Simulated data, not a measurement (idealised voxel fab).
The document below concerns the process module designated voxel air gaps.
FYI the section here is cut, 250 nm wide, cells are 5 nm squares.
Cross-section spec: square-cell grid; bands listed top down; each band is one or more rows. Basically the band line says how high the top is and how high the bottom is, in nm, and then what's in it from left to right, every material with its width in nm. Empty space shows up as "air", and if a single material carries "edge to edge" it runs the full band edge to edge. Note: height 0 marks the level under which the wafer is uniformly one material as received. Lowest band unbounded below, written "top 0, no bottom". The two numbers in a width such as "30..40" mark its ends across the band: the first belongs to the top row of cells, the second to the bottom row, and from each row to the next the width moves by the same amount. Key: "no modifications" - step with no changed cell in the cross-section. For the entry "Closed void catalog", the listed items are empty spaces with no open way to the top whose size is 8 cells or more; each item follows the pattern width x height at distance, where distance is from the left edge and all three are in nm. On a step's line, text after the settings is the simulator commenting on that step. overlay nm: step with mask; distance mask lay right of planned place; negative value = left of planned place.

Intended process steps:
1: RECEIVE [material Si]
2: CONFORMAL_DEP [material SiO2] [thk nm 15]
3: CONFORMAL_DEP [material SiN] [thk nm 5]
4: DIRECTIONAL_DEP [material SiO2] [thk nm 40]
5: PATTERN [tone open] [mask id LINES] [material resist] [width nm 25] [pitch nm 55] [thk nm 15] [overlay nm 0]
6: DIRECTIONAL_ETCH [etch materials SiO2] [depth nm 40]
7: STRIP [etch materials resist]
8: CONFORMAL_DEP [material TiN] [thk nm 5]
9: FILL_DEP [material W] [thk nm 5]
10: CMP [height nm 60]
11: EPI [material Ru] [thk nm 10]
12: SELECTIVE_ETCH [etch materials SiO2] [depth nm 50]
13: CONFORMAL_DEP [material SiN] [thk nm 5]

As-received state of the wafer in cross-section, equivalent to post-step 1:
- top 0, no bottom | Si edge to edge
- Closed void catalog: none

A wafer at the end: this start, this plan, one mistake:
- top 65, bottom 55 | SiN edge to edge
- top 55, bottom 0 | SiO2 edge to edge
- top 0, no bottom | Si edge to edge
- Closed void catalog: none
So what did we get wrong on this run? steps 3 and 4 swapped
